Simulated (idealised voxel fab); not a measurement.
process module | voxel released beams
cross-section cut | 285 nm wide | cells 5 nm
A cross-section is a grid of square cells, given in bands from the top down. A band is one or more rows of cells.
Each band's line starts with the height of the band's top and of its bottom, in nm. Then come its materials from left to right, each with its width in nm. One material with "throughout" fills the band from edge to edge. "air" is empty space.
Height 0 is the level under which the wafer as received is all one material. The lowest band goes on downwards, as in "0 down".
A width such as "30 to 40" changes by the same amount from each row of cells to the next, from the band's top row to its bottom row.
"no change" after a step means that no cell of the cross-section changed.
closed voids: empty space of 8 cells or more with no open way to the top, each as width x height at its distance from the left edge, in nm
after a step's settings: what the simulator itself notes on the step
overlay nm, on a step with a mask: how far to the right of its planned place the mask lay; to the left if negative
Each pair below shows a cross-section before one step and the cross-section after it, down to the lowest band that changed. The line under each pair gives the step between them, with its settings. The pairs can come from different runs of this module on the same starting wafer, so a pair continues from the pair above only where its "before" says so.
before
  0 down: Si throughout
  closed voids: none
after
  5 to 0: SiN throughout
  below 0: unchanged
  closed voids: none
the step between: op CONFORMAL_DEP | material SiN | thk nm 5
before: the cross-section after the pair above
after
  15 to 5: SiO2 throughout
  below 5: unchanged
  closed voids: none
the step between: op DIRECTIONAL_DEP | material SiO2 | thk nm 10
before: the cross-section after the pair above
after
  30 to 15: resist 85 | air 35 | resist 165
  below 15: unchanged
  closed voids: none
the step between: op PATTERN | tone open | mask id ANCHOR | material resist | width nm 35 | thk nm 15 | overlay nm 0
before: the cross-section after the pair above
after
  30 to 15: resist 85 | air 35 | resist 165
  15 to 5: SiO2 85 | air 35 | SiO2 165
  below 5: unchanged
  closed voids: none
the step between: op DIRECTIONAL_ETCH | etch materials SiO2 | depth nm 10
before: the cross-section after the pair above
after
  15 to 5: SiO2 85 | air 35 | SiO2 165
  below 5: unchanged
  closed voids: none
the step between: op STRIP | etch materials resist
before: the cross-section after the pair above
after
  30 to 20: polySi 100 | air 5 | polySi 180
  20 to 15: polySi throughout
  15 to 5: SiO2 85 | polySi 35 | SiO2 165
  below 5: unchanged
  closed voids: none
the step between: op CONFORMAL_DEP | material polySi | thk nm 15
before: the cross-section after the pair above
after
  40 to 30: aC 100 | air 5 | aC 180
  30 to 20: polySi 100 | aC 5 | polySi 180
  below 20: unchanged
  closed voids: none
the step between: op DIRECTIONAL_DEP | material aC | thk nm 10
before: the cross-section after the pair above
after
  65 to 40: air 80 | resist 115 | air 90
  40 to 30: aC 100 | resist 5 | aC 180
  below 30: unchanged
  closed voids: none
the step between: op PATTERN | tone cover | mask id BEAM | material resist | width nm 115 | thk nm 25 | overlay nm 0
before: the cross-section after the pair above
after
  55 to 40: air 80 | resist 115 | air 90
  40 to 30: air 80 | aC 20 | resist 5 | aC 90 | air 90
  below 30: unchanged
  closed voids: none
the step between: op DIRECTIONAL_ETCH | etch materials aC | depth nm 10
before: the cross-section after the pair above
after
  40 to 30: air 80 | aC 20 | air 5 | aC 90 | air 90
  below 30: unchanged
  closed voids: none
the step between: op STRIP | etch materials resist
before: the cross-section after the pair above
after
  40 to 30: air 80 | aC 20 | air 5 | aC 90 | air 90
  30 to 20: air 80 | polySi 20 | aC 5 | polySi 90 | air 90
  20 to 15: air 80 | polySi 115 | air 90
  below 15: unchanged
  closed voids: none
the step between: op DIRECTIONAL_ETCH | etch materials polySi | depth nm 15
before: the cross-section after the pair above
after
  30 to 20: air 80 | polySi 20 | air 5 | polySi 90 | air 90
  below 20: unchanged
  closed voids: none
the step between: op STRIP | etch materials aC
before: the cross-section after the pair above
after
  30 to 20: air 80 | polySi 20 | air 5 | polySi 90 | air 90
  20 to 15: air 80 | polySi 115 | air 90
  15 to 5: air 85 | polySi 35 | air 165
  below 5: unchanged
  closed voids: none
the step between: op STRIP | etch materials SiO2
before
  0 down: Si throughout
  closed voids: none
after
  10 to 0: SiO2 throughout
  below 0: unchanged
  closed voids: none
the step between: op DIRECTIONAL_DEP | material SiO2 | thk nm 10
before: the cross-section after the pair above
after
  25 to 10: resist 85 | air 35 | resist 165
  below 10: unchanged
  closed voids: none
the step between: op PATTERN | tone open | mask id ANCHOR | material resist | width nm 35 | thk nm 15 | overlay nm 0
before: the cross-section after the pair above
after
  25 to 10: resist 85 | air 35 | resist 165
  10 to 0: SiO2 85 | air 35 | SiO2 165
  below 0: unchanged
  closed voids: none
the step between: op DIRECTIONAL_ETCH | etch materials SiO2 | depth nm 10
before: the cross-section after the pair above
after
  10 to 0: SiO2 85 | air 35 | SiO2 165
  below 0: unchanged
  closed voids: none
the step between: op STRIP | etch materials resist
before: the cross-section after the pair above
after
  25 to 15: polySi 100 | air 5 | polySi 180
  15 to 10: polySi throughout
  10 to 0: SiO2 85 | polySi 35 | SiO2 165
  below 0: unchanged
  closed voids: none
the step between: op CONFORMAL_DEP | material polySi | thk nm 15
before: the cross-section after the pair above
after
  35 to 25: aC 100 | air 5 | aC 180
  25 to 15: polySi 100 | aC 5 | polySi 180
  below 15: unchanged
  closed voids: none
the step between: op DIRECTIONAL_DEP | material aC | thk nm 10
before: the cross-section after the pair above
after
  60 to 35: air 80 | resist 115 | air 90
  35 to 25: aC 100 | resist 5 | aC 180
  below 25: unchanged
  closed voids: none
the step between: op PATTERN | tone cover | mask id BEAM | material resist | width nm 115 | thk nm 25 | overlay nm 0
before: the cross-section after the pair above
after
  50 to 35: air 80 | resist 115 | air 90
  35 to 25: air 80 | aC 20 | resist 5 | aC 90 | air 90
  below 25: unchanged
  closed voids: none
the step between: op DIRECTIONAL_ETCH | etch materials aC | depth nm 10
before: the cross-section after the pair above
after
  35 to 25: air 80 | aC 20 | air 5 | aC 90 | air 90
  below 25: unchanged
  closed voids: none
the step between: op STRIP | etch materials resist
before: the cross-section after the pair above
after
  35 to 25: air 80 | aC 20 | air 5 | aC 90 | air 90
  25 to 15: air 80 | polySi 20 | aC 5 | polySi 90 | air 90
  15 to 10: air 80 | polySi 115 | air 90
  below 10: unchanged
  closed voids: none
the step between: op DIRECTIONAL_ETCH | etch materials polySi | depth nm 15
before: the cross-section after the pair above
after
  25 to 15: air 80 | polySi 20 | air 5 | polySi 90 | air 90
  below 15: unchanged
  closed voids: none
the step between: op STRIP | etch materials aC
before: the cross-section after the pair above
after
  25 to 15: air 80 | polySi 20 | air 5 | polySi 90 | air 90
  15 to 10: air 80 | polySi 115 | air 90
  10 to 0: air 85 | polySi 35 | air 165
  below 0: unchanged
  closed voids: none
the step between: op STRIP | etch materials SiO2
before
  30 to 20: polySi 100 | air 5 | polySi 180
  20 to 15: polySi throughout
  15 to 5: SiO2 85 | polySi 35 | SiO2 165
  5 to 0: SiN throughout
  0 down: Si throughout
  closed voids: none
after
  45 to 15: polySi throughout
  below 15: unchanged
  closed voids: none
the step between: op CONFORMAL_DEP | material polySi | thk nm 15
before: the cross-section after the pair above
after
  55 to 45: aC throughout
  below 45: unchanged
  closed voids: none
the step between: op DIRECTIONAL_DEP | material aC | thk nm 10
before: the cross-section after the pair above
after
  80 to 55: air 80 | resist 115 | air 90
  below 55: unchanged
  closed voids: none
the step between: op PATTERN | tone cover | mask id BEAM | material resist | width nm 115 | thk nm 25 | overlay nm 0
before: the cross-section after the pair above
after
  70 to 55: air 80 | resist 115 | air 90
  55 to 45: air 80 | aC 115 | air 90
  below 45: unchanged
  closed voids: none
the step between: op DIRECTIONAL_ETCH | etch materials aC | depth nm 10
before: the cross-section after the pair above
after
  55 to 45: air 80 | aC 115 | air 90
  below 45: unchanged
  closed voids: none
the step between: op STRIP | etch materials resist
before: the cross-section after the pair above
after
  55 to 45: air 80 | aC 115 | air 90
  45 to 30: air 80 | polySi 115 | air 90
  below 30: unchanged
  closed voids: none
the step between: op DIRECTIONAL_ETCH | etch materials polySi | depth nm 15
before: the cross-section after the pair above
after
  45 to 30: air 80 | polySi 115 | air 90
  below 30: unchanged
  closed voids: none
the step between: op STRIP | etch materials aC
before
  10 to 0: SiO2 throughout
  0 down: Si throughout
  closed voids: none
after
  15 to 10: SiN throughout
  below 10: unchanged
  closed voids: none
the step between: op CONFORMAL_DEP | material SiN | thk nm 5
before: the cross-section after the pair above
after
  30 to 15: resist 85 | air 35 | resist 165
  below 15: unchanged
  closed voids: none
the step between: op PATTERN | tone open | mask id ANCHOR | material resist | width nm 35 | thk nm 15 | overlay nm 0
before: the cross-section after the pair above
after
  15 to 10: SiN throughout
  below 10: unchanged
  closed voids: none
the step between: op STRIP | etch materials resist
before: the cross-section after the pair above
after
  30 to 15: polySi throughout
  below 15: unchanged
  closed voids: none
the step between: op CONFORMAL_DEP | material polySi | thk nm 15
before: the cross-section after the pair above
after
  40 to 30: aC throughout
  below 30: unchanged
  closed voids: none
the step between: op DIRECTIONAL_DEP | material aC | thk nm 10
before: the cross-section after the pair above
after
  65 to 40: air 80 | resist 115 | air 90
  below 40: unchanged
  closed voids: none
the step between: op PATTERN | tone cover | mask id BEAM | material resist | width nm 115 | thk nm 25 | overlay nm 0
before: the cross-section after the pair above
after
  55 to 40: air 80 | resist 115 | air 90
  40 to 30: air 80 | aC 115 | air 90
  below 30: unchanged
  closed voids: none
the step between: op DIRECTIONAL_ETCH | etch materials aC | depth nm 10
before: the cross-section after the pair above
after
  40 to 30: air 80 | aC 115 | air 90
  below 30: unchanged
  closed voids: none
the step between: op STRIP | etch materials resist
before: the cross-section after the pair above
after
  40 to 30: air 80 | aC 115 | air 90
  30 to 15: air 80 | polySi 115 | air 90
  below 15: unchanged
  closed voids: none
the step between: op DIRECTIONAL_ETCH | etch materials polySi | depth nm 15
before: the cross-section after the pair above
after
  30 to 15: air 80 | polySi 115 | air 90
  below 15: unchanged
  closed voids: none
the step between: op STRIP | etch materials aC
before
  0 down: Si throughout
  closed voids: none
after
  15 to 0: SiN throughout
  below 0: unchanged
  closed voids: none
the step between: op CONFORMAL_DEP | material SiN | thk nm 15
before: the cross-section after the pair above
after
  25 to 15: SiO2 throughout
  below 15: unchanged
  closed voids: none
the step between: op DIRECTIONAL_DEP | material SiO2 | thk nm 10
before: the cross-section after the pair above
after
  40 to 25: resist 85 | air 35 | resist 165
  below 25: unchanged
  closed voids: none
the step between: op PATTERN | tone open | mask id ANCHOR | material resist | width nm 35 | thk nm 15 | overlay nm 0
before: the cross-section after the pair above
after
  40 to 25: resist 85 | air 35 | resist 165
  25 to 15: SiO2 85 | air 35 | SiO2 165
  below 15: unchanged
  closed voids: none
the step between: op DIRECTIONAL_ETCH | etch materials SiO2 | depth nm 10
before: the cross-section after the pair above
after
  25 to 15: SiO2 85 | air 35 | SiO2 165
  below 15: unchanged
  closed voids: none
the step between: op STRIP | etch materials resist
before: the cross-section after the pair above
after
  40 to 30: polySi 100 | air 5 | polySi 180
  30 to 25: polySi throughout
  25 to 15: SiO2 85 | polySi 35 | SiO2 165
  below 15: unchanged
  closed voids: none
the step between: op CONFORMAL_DEP | material polySi | thk nm 15
before: the cross-section after the pair above
after
  50 to 40: aC 100 | air 5 | aC 180
  40 to 30: polySi 100 | aC 5 | polySi 180
  below 30: unchanged
  closed voids: none
the step between: op DIRECTIONAL_DEP | material aC | thk nm 10
before: the cross-section after the pair above
after
  75 to 50: air 80 | resist 115 | air 90
  50 to 40: aC 100 | resist 5 | aC 180
  below 40: unchanged
  closed voids: none
the step between: op PATTERN | tone cover | mask id BEAM | material resist | width nm 115 | thk nm 25 | overlay nm 0
before: the cross-section after the pair above
after
  65 to 50: air 80 | resist 115 | air 90
  50 to 40: air 80 | aC 20 | resist 5 | aC 90 | air 90
  below 40: unchanged
  closed voids: none
the step between: op DIRECTIONAL_ETCH | etch materials aC | depth nm 10
before: the cross-section after the pair above
after
  50 to 40: air 80 | aC 20 | air 5 | aC 90 | air 90
  below 40: unchanged
  closed voids: none
the step between: op STRIP | etch materials resist
before: the cross-section after the pair above
after
  50 to 40: air 80 | aC 20 | air 5 | aC 90 | air 90
  40 to 30: air 80 | polySi 20 | aC 5 | polySi 90 | air 90
  30 to 25: air 80 | polySi 115 | air 90
  below 25: unchanged
  closed voids: none
the step between: op DIRECTIONAL_ETCH | etch materials polySi | depth nm 15
before: the cross-section after the pair above
after
  40 to 30: air 80 | polySi 20 | air 5 | polySi 90 | air 90
  below 30: unchanged
  closed voids: none
the step between: op STRIP | etch materials aC
before: the cross-section after the pair above
after
  40 to 30: air 80 | polySi 20 | air 5 | polySi 90 | air 90
  30 to 25: air 80 | polySi 115 | air 90
  25 to 15: air 85 | polySi 35 | air 165
  below 15: unchanged
  closed voids: none
the step between: op STRIP | etch materials SiO2
before
  40 to 30: aC 100 | air 5 | aC 180
  30 to 20: polySi 100 | aC 5 | polySi 180
  20 to 15: polySi throughout
  15 to 5: SiO2 85 | polySi 35 | SiO2 165
  5 to 0: SiN throughout
  0 down: Si throughout
  closed voids: none
after
  65 to 40: air 75 | resist 125 | air 85
  40 to 30: aC 100 | resist 5 | aC 180
  below 30: unchanged
  closed voids: none
the step between: op PATTERN | tone cover | mask id BEAM | material resist | width nm 125 | thk nm 25 | overlay nm 0
before: the cross-section after the pair above
after
  55 to 40: air 75 | resist 125 | air 85
  40 to 30: air 75 | aC 25 | resist 5 | aC 95 | air 85
  below 30: unchanged
  closed voids: none
the step between: op DIRECTIONAL_ETCH | etch materials aC | depth nm 10
before: the cross-section after the pair above
after
  40 to 30: air 75 | aC 25 | air 5 | aC 95 | air 85
  below 30: unchanged
  closed voids: none
the step between: op STRIP | etch materials resist
before: the cross-section after the pair above
after
  40 to 30: air 75 | aC 25 | air 5 | aC 95 | air 85
  30 to 20: air 75 | polySi 25 | aC 5 | polySi 95 | air 85
  20 to 15: air 75 | polySi 125 | air 85
  below 15: unchanged
  closed voids: none
the step between: op DIRECTIONAL_ETCH | etch materials polySi | depth nm 15
before: the cross-section after the pair above
after
  30 to 20: air 75 | polySi 25 | air 5 | polySi 95 | air 85
  below 20: unchanged
  closed voids: none
the step between: op STRIP | etch materials aC
before: the cross-section after the pair above
after
  30 to 20: air 75 | polySi 25 | air 5 | polySi 95 | air 85
  20 to 15: air 75 | polySi 125 | air 85
  15 to 5: air 85 | polySi 35 | air 165
  below 5: unchanged
  closed voids: none
the step between: op STRIP | etch materials SiO2
before
  40 to 30: aC 100 | air 5 | aC 180
  30 to 20: polySi 100 | aC 5 | polySi 180
  20 to 15: polySi throughout
  15 to 5: SiO2 85 | polySi 35 | SiO2 165
  5 to 0: SiN throughout
  0 down: Si throughout
  closed voids: none
after
  65 to 40: air 85 | resist 115 | air 85
  40 to 30: aC 100 | resist 5 | aC 180
  below 30: unchanged
  closed voids: none
the step between: op PATTERN | tone cover | mask id BEAM | material resist | width nm 115 | thk nm 25 | overlay nm 5
before: the cross-section after the pair above
after
  55 to 40: air 85 | resist 115 | air 85
  40 to 30: air 85 | aC 15 | resist 5 | aC 95 | air 85
  below 30: unchanged
  closed voids: none
the step between: op DIRECTIONAL_ETCH | etch materials aC | depth nm 10
before: the cross-section after the pair above
after
  40 to 30: air 85 | aC 15 | air 5 | aC 95 | air 85
  below 30: unchanged
  closed voids: none
the step between: op STRIP | etch materials resist
before: the cross-section after the pair above
after
  40 to 30: air 85 | aC 15 | air 5 | aC 95 | air 85
  30 to 20: air 85 | polySi 15 | aC 5 | polySi 95 | air 85
  20 to 15: air 85 | polySi 115 | air 85
  below 15: unchanged
  closed voids: none
the step between: op DIRECTIONAL_ETCH | etch materials polySi | depth nm 15
before: the cross-section after the pair above
after
  30 to 20: air 85 | polySi 15 | air 5 | polySi 95 | air 85
  below 20: unchanged
  closed voids: none
the step between: op STRIP | etch materials aC
before: the cross-section after the pair above
after
  30 to 20: air 85 | polySi 15 | air 5 | polySi 95 | air 85
  20 to 15: air 85 | polySi 115 | air 85
  15 to 5: air 85 | polySi 35 | air 165
  below 5: unchanged
  closed voids: none
the step between: op STRIP | etch materials SiO2
before
  30 to 20: polySi 100 | air 5 | polySi 180
  20 to 15: polySi throughout
  15 to 5: SiO2 85 | polySi 35 | SiO2 165
  5 to 0: SiN throughout
  0 down: Si throughout
  closed voids: none
after
  40 to 30: SiN 100 | air 5 | SiN 180
  30 to 20: polySi 100 | SiN 5 | polySi 180
  below 20: unchanged
  closed voids: none
the step between: op DIRECTIONAL_DEP | material SiN | thk nm 10
before: the cross-section after the pair above
after
  65 to 40: air 80 | resist 115 | air 90
  40 to 30: SiN 100 | resist 5 | SiN 180
  below 30: unchanged
  closed voids: none
the step between: op PATTERN | tone cover | mask id BEAM | material resist | width nm 115 | thk nm 25 | overlay nm 0
before: the cross-section after the pair above
after
  55 to 40: air 80 | resist 115 | air 90
  below 40: unchanged
  closed voids: none
the step between: op DIRECTIONAL_ETCH | etch materials aC | depth nm 10
before: the cross-section after the pair above
after
  40 to 30: SiN 100 | air 5 | SiN 180
  below 30: unchanged
  closed voids: none
the step between: op STRIP | etch materials resist
before
  15 to 5: SiO2 throughout
  5 to 0: SiN throughout
  0 down: Si throughout
  closed voids: none
after
  30 to 15: air 85 | resist 35 | air 165
  below 15: unchanged
  closed voids: none
the step between: op PATTERN | tone cover | mask id ANCHOR | material resist | width nm 35 | thk nm 15 | overlay nm 0
before: the cross-section after the pair above
after
  30 to 15: air 85 | resist 35 | air 165
  15 to 5: air 85 | SiO2 35 | air 165
  below 5: unchanged
  closed voids: none
the step between: op DIRECTIONAL_ETCH | etch materials SiO2 | depth nm 10
before: the cross-section after the pair above
after
  15 to 5: air 85 | SiO2 35 | air 165
  below 5: unchanged
  closed voids: none
the step between: op STRIP | etch materials resist
before: the cross-section after the pair above
after
  30 to 20: air 70 | polySi 65 | air 150
  20 to 15: polySi throughout
  15 to 5: polySi 85 | SiO2 35 | polySi 165
  below 5: unchanged
  closed voids: none
the step between: op CONFORMAL_DEP | material polySi | thk nm 15
before: the cross-section after the pair above
after
  40 to 30: air 70 | aC 65 | air 150
  30 to 20: aC 70 | polySi 65 | aC 150
  below 20: unchanged
  closed voids: none
the step between: op DIRECTIONAL_DEP | material aC | thk nm 10
before: the cross-section after the pair above
after
  65 to 40: air 80 | resist 115 | air 90
  40 to 30: air 70 | aC 65 | resist 60 | air 90
  below 30: unchanged
  closed voids: none
the step between: op PATTERN | tone cover | mask id BEAM | material resist | width nm 115 | thk nm 25 | overlay nm 0
before: the cross-section after the pair above
after
  55 to 40: air 80 | resist 115 | air 90
  40 to 30: air 80 | aC 55 | resist 60 | air 90
  30 to 20: air 70 | polySi 65 | aC 60 | air 90
  below 20: unchanged
  closed voids: none
the step between: op DIRECTIONAL_ETCH | etch materials aC | depth nm 10
before: the cross-section after the pair above
after
  40 to 30: air 80 | aC 55 | air 150
  below 30: unchanged
  closed voids: none
the step between: op STRIP | etch materials resist
before: the cross-section after the pair above
after
  40 to 30: air 80 | aC 55 | air 150
  30 to 20: air 80 | polySi 55 | aC 60 | air 90
  20 to 15: air 80 | polySi 115 | air 90
  15 to 5: air 70 | polySi 15 | SiO2 35 | polySi 75 | air 90
  below 5: unchanged
  closed voids: none
the step between: op DIRECTIONAL_ETCH | etch materials polySi | depth nm 15
before: the cross-section after the pair above
after
  30 to 20: air 80 | polySi 55 | air 150
  below 20: unchanged
  closed voids: none
the step between: op STRIP | etch materials aC
